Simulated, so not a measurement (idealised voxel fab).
The document below concerns the process module designated voxel wiring stack.
Xsec cut, 180 nm wide, square cell size 5 nm.
Just so we're on the same page, the cross-sections are grids of square cells, and they're listed out in bands top to bottom, each band one or more rows deep. The band entry comprises the height of the band's top followed by the height of its bottom, expressed in nm, and subsequently the band's materials from left to right, each stated together with its width in nm. Where a single material is marked with the word "throughout", that material fills the band from edge to edge. The word "air" represents empty space. Below 0: as-received wafer, all one material; heights counted from there. Lowest band: no bottom, goes on down, written "from 0 down". A width given as "30..40" starts at the first number in the band's top row and ends at the second number in its bottom row, shifting by an equal amount at every step from row to row. Basically "nothing got changed" means that step didn't change any cell in the cross-section. Look at "Enclosed void list" for the closed voids: empty spaces with no open path to the top, sized 8 cells or up. Each is width x height at distance, distance from the left edge, all nm. after a step's settings: what the simulator itself notes on the step. "overlay nm" answers the question of how far to the right of plan the mask lay on a step that has a mask, and when it is negative the answer is to the left. Below you will find pairs of cross-sections. In each, one shows the wafer before one process step and the other after it, with the after view ending at the lowest band that changed. Under each pair is the step separating them, along with its settings. Do not assume the pairs form a chain: they can come from different runs of this module on the same starting wafer, and a pair continues from the pair above it only when its "Status quo ante" entry says so.

**Status quo ante**
* from 140 to 135 | 60 of TiN | 15 of air | 30 of TiN | 15 of air | 60 of TiN
* from 135 to 125 | 55 of SiO2 | 5 of TiN | 15 of air | 5 of TiN | 20 of SiO2 | 5 of TiN | 15 of air | 5 of TiN | 55 of SiO2
* from 125 to 120 | 55 of SiO2 | 5 of TiN | 5 of air | 15 of TiN | 20 of SiO2 | 25 of TiN | 55 of SiO2
* from 120 to 110 | 55 of SiO2 | 5 of TiN | 5 of air | 5 of TiN | 110 of SiO2
* from 110 to 105 | 55 of SiCN | 15 of TiN | 110 of SiCN
* from 105 to 95 | 55 of lowk | 5 of TiN | 15 of Cu | 5 of TiN | 20 of lowk | 5 of TiN | 15 of Cu | 5 of TiN | 55 of lowk
* from 95 to 90 | 55 of lowk | 5 of TiN | 5 of Cu | 15 of TiN | 20 of lowk | 25 of TiN | 55 of lowk
* from 90 to 80 | 55 of lowk | 5 of TiN | 5 of Cu | 5 of TiN | 110 of lowk
* from 80 to 75 | 55 of SiCN | 15 of TiN | 110 of SiCN
* from 75 to 60 | 55 of lowk | 5 of TiN | 15 of Cu | 5 of TiN | 20 of lowk | 5 of TiN | 15 of Cu | 5 of TiN | 55 of lowk
* from 60 to 55 | 55 of lowk | 5 of TiN | 5 of Cu | 15 of TiN | 20 of lowk | 5 of TiN | 5 of Cu | 15 of TiN | 55 of lowk
* from 55 to 45 | 55 of lowk | 5 of TiN | 5 of Cu | 5 of TiN | 30 of lowk | 5 of TiN | 5 of Cu | 5 of TiN | 65 of lowk
* from 45 to 40 | 55 of SiCN | 15 of TiN | 30 of SiCN | 15 of TiN | 65 of SiCN
* from 40 to 15 | 50 of Cu | 5 of SiN | 25 of W | 5 of SiN | 10 of Cu | 5 of SiN | 25 of W | 5 of SiN | 50 of Cu
* from 15 to 10 | 55 of SiN | 25 of TiN | 20 of SiN | 25 of TiN | 55 of SiN
* from 10 to 0 | SiO2 throughout
* from 0 down | Si throughout
* Enclosed void list: none

**Result of Step**
* from 145 to 140 | Cu throughout
* from 140 to 135 | 60 of TiN | 15 of Cu | 30 of TiN | 15 of Cu | 60 of TiN
* from 135 to 125 | 55 of SiO2 | 5 of TiN | 15 of Cu | 5 of TiN | 20 of SiO2 | 5 of TiN | 15 of Cu | 5 of TiN | 55 of SiO2
* from 125 to 120 | 55 of SiO2 | 5 of TiN | 5 of Cu | 15 of TiN | 20 of SiO2 | 25 of TiN | 55 of SiO2
* from 120 to 110 | 55 of SiO2 | 5 of TiN | 5 of Cu | 5 of TiN | 110 of SiO2
* At heights below 110, the structure remains unaltered.
* Enclosed void list: none
Processing between the before and after sections above: FILL_DEP,material Cu,thk nm 5

Status quo ante: The structure entering this step is exactly what the pair just above shows after its step.

**Result of Step**
* from 135 to 125 | 55 of SiO2 | 5 of TiN | 15 of Cu | 5 of TiN | 20 of SiO2 | 5 of TiN | 15 of Cu | 5 of TiN | 55 of SiO2
* At heights below 125, the structure remains unaltered.
* Enclosed void list: none
Processing between the before and after sections above: CMP,height nm 135

Status quo ante: The structure entering this step is exactly what the pair just above shows after its step.

**Result of Step**
* from 140 to 135 | SiCN throughout
* At heights below 135, the structure remains unaltered.
* Enclosed void list: none
Processing between the before and after sections above: CONFORMAL_DEP,material SiCN,thk nm 5

**Status quo ante**
* from 90 to 75 | 55 of aC | 15 of air | 30 of aC | 15 of air | 65 of aC
* from 75 to 60 | 55 of lowk | 15 of air | 30 of lowk | 15 of air | 65 of lowk
* from 60 to 45 | 55 of lowk | 15 of aC | 30 of lowk | 15 of aC | 65 of lowk
* from 45 to 40 | SiCN throughout
* from 40 to 15 | 50 of lowk | 5 of SiN | 25 of W | 5 of SiN | 10 of lowk | 5 of SiN | 25 of W | 5 of SiN | 50 of lowk
* from 15 to 10 | 55 of SiN | 25 of TiN | 20 of SiN | 25 of TiN | 55 of SiN
* from 10 to 0 | SiO2 throughout
* from 0 down | Si throughout
* Enclosed void list: none

**Result of Step**
* from 120 to 90 | 55 of air | 25 of resist | 20 of air | 25 of resist | 55 of air
* from 90 to 75 | 55 of aC | 15 of resist | 30 of aC | 15 of resist | 65 of aC
* from 75 to 60 | 55 of lowk | 15 of resist | 30 of lowk | 15 of resist | 65 of lowk
* At heights below 60, the structure remains unaltered.
* Enclosed void list: none
Processing between the before and after sections above: PATTERN,tone cover,mask id METAL_2,material resist,width nm 25,pitch nm 45,thk nm 30,overlay nm 0

Status quo ante: The structure entering this step is exactly what the pair just above shows after its step.

**Result of Step**
* from 105 to 90 | 55 of air | 25 of resist | 20 of air | 25 of resist | 55 of air
* from 90 to 75 | 55 of air | 15 of resist | 10 of aC | 20 of air | 15 of resist | 10 of aC | 55 of air
* At heights below 75, the structure remains unaltered.
* Enclosed void list: none
Processing between the before and after sections above: DIRECTIONAL_ETCH,etch materials aC,depth nm 15

Status quo ante: The structure entering this step is exactly what the pair just above shows after its step.

**Result of Step**
* from 90 to 75 | 70 of air | 10 of aC | 35 of air | 10 of aC | 55 of air
* from 75 to 60 | 55 of lowk | 15 of air | 30 of lowk | 15 of air | 65 of lowk
* At heights below 60, the structure remains unaltered.
* Enclosed void list: none
Processing between the before and after sections above: STRIP,etch materials resist

Status quo ante: The structure entering this step is exactly what the pair just above shows after its step.

**Result of Step**
* from 90 to 75 | 70 of air | 10 of aC | 35 of air | 10 of aC | 55 of air
* from 75 to 60 | 70 of air | 10 of lowk | 35 of air | 10 of lowk | 55 of air
* from 60 to 55 | 55 of air | 15 of aC | 10 of lowk | 20 of air | 15 of aC | 10 of lowk | 55 of air
* At heights below 55, the structure remains unaltered.
* Enclosed void list: none
Processing between the before and after sections above: DIRECTIONAL_ETCH,etch materials lowk,depth nm 20

Status quo ante: The structure entering this step is exactly what the pair just above shows after its step.

**Result of Step**
* from 75 to 55 | 70 of air | 10 of lowk | 35 of air | 10 of lowk | 55 of air
* from 55 to 45 | 55 of lowk | 15 of air | 30 of lowk | 15 of air | 65 of lowk
* At heights below 45, the structure remains unaltered.
* Enclosed void list: none
Processing between the before and after sections above: STRIP,etch materials aC

Status quo ante: The structure entering this step is exactly what the pair just above shows after its step.

**Result of Step**
* from 80 to 75 | 65 of air | 20 of TiN | 25 of air | 20 of TiN | 50 of air
* from 75 to 60 | 65 of air | 5 of TiN | 10 of lowk | 5 of TiN | 25 of air | 5 of TiN | 10 of lowk | 5 of TiN | 50 of air
* from 60 to 55 | 60 of TiN | 5 of air | 5 of TiN | 10 of lowk | 25 of TiN | 5 of air | 5 of TiN | 10 of lowk | 55 of TiN
* from 55 to 50 | 55 of lowk | 5 of TiN | 5 of air | 5 of TiN | 30 of lowk | 5 of TiN | 5 of air | 5 of TiN | 65 of lowk
* from 50 to 45 | 55 of lowk | 15 of TiN | 30 of lowk | 15 of TiN | 65 of lowk
* At heights below 45, the structure remains unaltered.
* Enclosed void list: none
Processing between the before and after sections above: CONFORMAL_DEP,material TiN,thk nm 5

Status quo ante: The structure entering this step is exactly what the pair just above shows after its step.

**Result of Step**
* from 85 to 80 | Cu throughout
* from 80 to 75 | 65 of Cu | 20 of TiN | 25 of Cu | 20 of TiN | 50 of Cu
* from 75 to 60 | 65 of Cu | 5 of TiN | 10 of lowk | 5 of TiN | 25 of Cu | 5 of TiN | 10 of lowk | 5 of TiN | 50 of Cu
* from 60 to 55 | 60 of TiN | 5 of Cu | 5 of TiN | 10 of lowk | 25 of TiN | 5 of Cu | 5 of TiN | 10 of lowk | 55 of TiN
* from 55 to 50 | 55 of lowk | 5 of TiN | 5 of Cu | 5 of TiN | 30 of lowk | 5 of TiN | 5 of Cu | 5 of TiN | 65 of lowk
* At heights below 50, the structure remains unaltered.
* Enclosed void list: none
Processing between the before and after sections above: FILL_DEP,material Cu,thk nm 5

Status quo ante: The structure entering this step is exactly what the pair just above shows after its step.

**Result of Step**
* from 75 to 60 | 65 of Cu | 5 of TiN | 10 of lowk | 5 of TiN | 25 of Cu | 5 of TiN | 10 of lowk | 5 of TiN | 50 of Cu
* At heights below 60, the structure remains unaltered.
* Enclosed void list: none
Processing between the before and after sections above: CMP,height nm 75

Status quo ante: The structure entering this step is exactly what the pair just above shows after its step.

**Result of Step**
* from 80 to 75 | SiCN throughout
* At heights below 75, the structure remains unaltered.
* Enclosed void list: none
Processing between the before and after sections above: CONFORMAL_DEP,material SiCN,thk nm 5

Status quo ante: The structure entering this step is exactly what the pair just above shows after its step.

**Result of Step**
* from 105 to 80 | lowk throughout
* At heights below 80, the structure remains unaltered.
* Enclosed void list: none
Processing between the before and after sections above: DIRECTIONAL_DEP,material lowk,thk nm 25

Status quo ante: The structure entering this step is exactly what the pair just above shows after its step.

**Result of Step**
* from 115 to 105 | aC throughout
* At heights below 105, the structure remains unaltered.
* Enclosed void list: none
Processing between the before and after sections above: DIRECTIONAL_DEP,material aC,thk nm 10

Status quo ante: The structure entering this step is exactly what the pair just above shows after its step.

**Result of Step**
* from 140 to 115 | 55 of resist | 15 of air | 110 of resist
* At heights below 115, the structure remains unaltered.
* Enclosed void list: none
Processing between the before and after sections above: PATTERN,tone open,mask id METAL_3_HOLES,material resist,width nm 15,thk nm 25,overlay nm 0

Status quo ante: The structure entering this step is exactly what the pair just above shows after its step.

**Result of Step**
* from 130 to 115 | 55 of resist | 15 of air | 110 of resist
* from 115 to 105 | 55 of aC | 15 of air | 110 of aC
* At heights below 105, the structure remains unaltered.
* Enclosed void list: none
Processing between the before and after sections above: DIRECTIONAL_ETCH,etch materials aC,depth nm 10

Status quo ante: The structure entering this step is exactly what the pair just above shows after its step.

**Result of Step**
* from 115 to 105 | 55 of aC | 15 of air | 110 of aC
* At heights below 105, the structure remains unaltered.
* Enclosed void list: none
Processing between the before and after sections above: STRIP,etch materials resist

Status quo ante: The structure entering this step is exactly what the pair just above shows after its step.

**Result of Step**
* from 115 to 105 | 55 of aC | 15 of air | 110 of aC
* from 105 to 80 | 55 of lowk | 15 of air | 110 of lowk
* At heights below 80, the structure remains unaltered.
* Enclosed void list: none
Processing between the before and after sections above: DIRECTIONAL_ETCH,etch materials lowk,depth nm 25

Status quo ante: The structure entering this step is exactly what the pair just above shows after its step.

**Result of Step**
* from 105 to 80 | 55 of lowk | 15 of air | 110 of lowk
* At heights below 80, the structure remains unaltered.
* Enclosed void list: none
Processing between the before and after sections above: STRIP,etch materials aC

Status quo ante: The structure entering this step is exactly what the pair just above shows after its step.

**Result of Step**
* from 125 to 105 | 55 of resist | 25 of air | 20 of resist | 25 of air | 55 of resist
* At heights below 105, the structure remains unaltered.
* Enclosed void list: none
Processing between the before and after sections above: PATTERN,tone open,mask id METAL_3,material resist,width nm 25,pitch nm 45,thk nm 20,overlay nm 0

Status quo ante: The structure entering this step is exactly what the pair just above shows after its step.

**Result of Step**
* from 125 to 105 | 55 of resist | 25 of air | 20 of resist | 25 of air | 55 of resist
* from 105 to 90 | 55 of lowk | 25 of air | 20 of lowk | 25 of air | 55 of lowk
* At heights below 90, the structure remains unaltered.
* Enclosed void list: none
Processing between the before and after sections above: DIRECTIONAL_ETCH,etch materials lowk,depth nm 15

Status quo ante: The structure entering this step is exactly what the pair just above shows after its step.

**Result of Step**
* from 125 to 105 | 55 of resist | 25 of air | 20 of resist | 25 of air | 55 of resist
* from 105 to 90 | 55 of lowk | 25 of air | 20 of lowk | 25 of air | 55 of lowk
* from 90 to 80 | 55 of lowk | 15 of air | 110 of lowk
* from 80 to 75 | 55 of SiCN | 15 of air | 110 of SiCN
* At heights below 75, the structure remains unaltered.
* Enclosed void list: none
Processing between the before and after sections above: DIRECTIONAL_ETCH,etch materials SiCN,depth nm 5

Status quo ante: The structure entering this step is exactly what the pair just above shows after its step.

**Result of Step**
* from 105 to 90 | 55 of lowk | 25 of air | 20 of lowk | 25 of air | 55 of lowk
* At heights below 90, the structure remains unaltered.
* Enclosed void list: none
Processing between the before and after sections above: STRIP,etch materials resist

Status quo ante: The structure entering this step is exactly what the pair just above shows after its step.

**Result of Step**
* from 110 to 105 | 60 of TiN | 15 of air | 30 of TiN | 15 of air | 60 of TiN
* from 105 to 95 | 55 of lowk | 5 of TiN | 15 of air | 5 of TiN | 20 of lowk | 5 of TiN | 15 of air | 5 of TiN | 55 of lowk
* from 95 to 90 | 55 of lowk | 5 of TiN | 5 of air | 15 of TiN | 20 of lowk | 25 of TiN | 55 of lowk
* from 90 to 80 | 55 of lowk | 5 of TiN | 5 of air | 5 of TiN | 110 of lowk
* from 80 to 75 | 55 of SiCN | 15 of TiN | 110 of SiCN
* At heights below 75, the structure remains unaltered.
* Enclosed void list: none
Processing between the before and after sections above: CONFORMAL_DEP,material TiN,thk nm 5

Status quo ante: The structure entering this step is exactly what the pair just above shows after its step.

**Result of Step**
* from 120 to 110 | Cu throughout
* from 110 to 105 | 60 of TiN | 15 of Cu | 30 of TiN | 15 of Cu | 60 of TiN
* from 105 to 95 | 55 of lowk | 5 of TiN | 15 of Cu | 5 of TiN | 20 of lowk | 5 of TiN | 15 of Cu | 5 of TiN | 55 of lowk
* from 95 to 90 | 55 of lowk | 5 of TiN | 5 of Cu | 15 of TiN | 20 of lowk | 25 of TiN | 55 of lowk
* from 90 to 80 | 55 of lowk | 5 of TiN | 5 of Cu | 5 of TiN | 110 of lowk
* At heights below 80, the structure remains unaltered.
* Enclosed void list: none
Processing between the before and after sections above: FILL_DEP,material Cu,thk nm 10

Status quo ante: The structure entering this step is exactly what the pair just above shows after its step.

**Result of Step**
* from 105 to 95 | 55 of lowk | 5 of TiN | 15 of Cu | 5 of TiN | 20 of lowk | 5 of TiN | 15 of Cu | 5 of TiN | 55 of lowk
* At heights below 95, the structure remains unaltered.
* Enclosed void list: none
Processing between the before and after sections above: CMP,height nm 105

Status quo ante: The structure entering this step is exactly what the pair just above shows after its step.

**Result of Step**
* from 110 to 105 | SiCN throughout
* At heights below 105, the structure remains unaltered.
* Enclosed void list: none
Processing between the before and after sections above: CONFORMAL_DEP,material SiCN,thk nm 5

Status quo ante: The structure entering this step is exactly what the pair just above shows after its step.

**Result of Step**
* from 135 to 110 | SiO2 throughout
* At heights below 110, the structure remains unaltered.
* Enclosed void list: none
Processing between the before and after sections above: DIRECTIONAL_DEP,material SiO2,thk nm 25

Status quo ante: The structure entering this step is exactly what the pair just above shows after its step.

**Result of Step**
* from 135 to 110 | 55 of SiO2 | 15 of air | 110 of SiO2
* At heights below 110, the structure remains unaltered.
* Enclosed void list: none
Processing between the before and after sections above: MASKED_ETCH,tone open,mask id METAL_4_HOLES,width nm 15,etch materials SiO2,depth nm 25,overlay nm 0

Status quo ante: The structure entering this step is exactly what the pair just above shows after its step.

**Result of Step**
* from 150 to 135 | 55 of aC | 15 of air | 110 of aC
* from 135 to 125 | 55 of SiO2 | 15 of air | 110 of SiO2
* from 125 to 110 | 55 of SiO2 | 15 of aC | 110 of SiO2
* At heights below 110, the structure remains unaltered.
* Enclosed void list: none
Processing between the before and after sections above: DIRECTIONAL_DEP,material aC,thk nm 15

Status quo ante: The structure entering this step is exactly what the pair just above shows after its step.

**Result of Step**
* from 185 to 150 | 55 of resist | 25 of air | 20 of resist | 25 of air | 55 of resist
* At heights below 150, the structure remains unaltered.
* Enclosed void list: none
Processing between the before and after sections above: PATTERN,tone open,mask id METAL_4,material resist,width nm 25,pitch nm 45,thk nm 35,overlay nm 0

Status quo ante: The structure entering this step is exactly what the pair just above shows after its step.

**Result of Step**
* from 170 to 150 | 55 of resist | 25 of air | 20 of resist | 25 of air | 55 of resist
* from 150 to 135 | 55 of aC | 25 of air | 20 of aC | 25 of air | 55 of aC
* from 135 to 110 | 55 of SiO2 | 15 of air | 110 of SiO2
* At heights below 110, the structure remains unaltered.
* Enclosed void list: none
Processing between the before and after sections above: DIRECTIONAL_ETCH,etch materials aC,depth nm 15

Status quo ante: The structure entering this step is exactly what the pair just above shows after its step.

**Result of Step**
* from 150 to 135 | 55 of aC | 25 of air | 20 of aC | 25 of air | 55 of aC
* At heights below 135, the structure remains unaltered.
* Enclosed void list: none
Processing between the before and after sections above: STRIP,etch materials resist

Status quo ante: The structure entering this step is exactly what the pair just above shows after its step.

**Result of Step**
* from 150 to 135 | 55 of aC | 25 of air | 20 of aC | 25 of air | 55 of aC
* from 135 to 120 | 55 of SiO2 | 25 of air | 20 of SiO2 | 25 of air | 55 of SiO2
* At heights below 120, the structure remains unaltered.
* Enclosed void list: none
Processing between the before and after sections above: DIRECTIONAL_ETCH,etch materials SiO2,depth nm 15

Status quo ante: The structure entering this step is exactly what the pair just above shows after its step.

**Result of Step**
* from 150 to 135 | 55 of aC | 25 of air | 20 of aC | 25 of air | 55 of aC
* from 135 to 120 | 55 of SiO2 | 25 of air | 20 of SiO2 | 25 of air | 55 of SiO2
* from 120 to 110 | 55 of SiO2 | 15 of air | 110 of SiO2
* from 110 to 105 | 55 of SiCN | 15 of air | 110 of SiCN
* At heights below 105, the structure remains unaltered.
* Enclosed void list: none
Processing between the before and after sections above: DIRECTIONAL_ETCH,etch materials SiCN,depth nm 5

Status quo ante: The structure entering this step is exactly what the pair just above shows after its step.

**Result of Step**
* from 135 to 120 | 55 of SiO2 | 25 of air | 20 of SiO2 | 25 of air | 55 of SiO2
* At heights below 120, the structure remains unaltered.
* Enclosed void list: none
Processing between the before and after sections above: STRIP,etch materials aC

Status quo ante: The structure entering this step is exactly what the pair just above shows after its step.

**Result of Step**
* from 140 to 135 | 60 of TiN | 15 of air | 30 of TiN | 15 of air | 60 of TiN
* from 135 to 125 | 55 of SiO2 | 5 of TiN | 15 of air | 5 of TiN | 20 of SiO2 | 5 of TiN | 15 of air | 5 of TiN | 55 of SiO2
* from 125 to 120 | 55 of SiO2 | 5 of TiN | 5 of air | 15 of TiN | 20 of SiO2 | 25 of TiN | 55 of SiO2
* from 120 to 110 | 55 of SiO2 | 5 of TiN | 5 of air | 5 of TiN | 110 of SiO2
* from 110 to 105 | 55 of SiCN | 15 of TiN | 110 of SiCN
* At heights below 105, the structure remains unaltered.
* Enclosed void list: none
Processing between the before and after sections above: CONFORMAL_DEP,material TiN,thk nm 5

Status quo ante: The structure entering this step is exactly what the pair just above shows after its step.

**Result of Step**
* from 145 to 140 | Cu throughout
* from 140 to 135 | 60 of TiN | 15 of Cu | 30 of TiN | 15 of Cu | 60 of TiN
* from 135 to 125 | 55 of SiO2 | 5 of TiN | 15 of Cu | 5 of TiN | 20 of SiO2 | 5 of TiN | 15 of Cu | 5 of TiN | 55 of SiO2
* from 125 to 120 | 55 of SiO2 | 5 of TiN | 5 of Cu | 15 of TiN | 20 of SiO2 | 25 of TiN | 55 of SiO2
* from 120 to 110 | 55 of SiO2 | 5 of TiN | 5 of Cu | 5 of TiN | 110 of SiO2
* At heights below 110, the structure remains unaltered.
* Enclosed void list: none
Processing between the before and after sections above: FILL_DEP,material Cu,thk nm 5

Status quo ante: The structure entering this step is exactly what the pair just above shows after its step.

**Result of Step**
* from 135 to 125 | 55 of SiO2 | 5 of TiN | 15 of Cu | 5 of TiN | 20 of SiO2 | 5 of TiN | 15 of Cu | 5 of TiN | 55 of SiO2
* At heights below 125, the structure remains unaltered.
* Enclosed void list: none
Processing between the before and after sections above: CMP,height nm 135

Status quo ante: The structure entering this step is exactly what the pair just above shows after its step.

**Result of Step**
* from 140 to 135 | SiCN throughout
* At heights below 135, the structure remains unaltered.
* Enclosed void list: none
Processing between the before and after sections above: CONFORMAL_DEP,material SiCN,thk nm 5
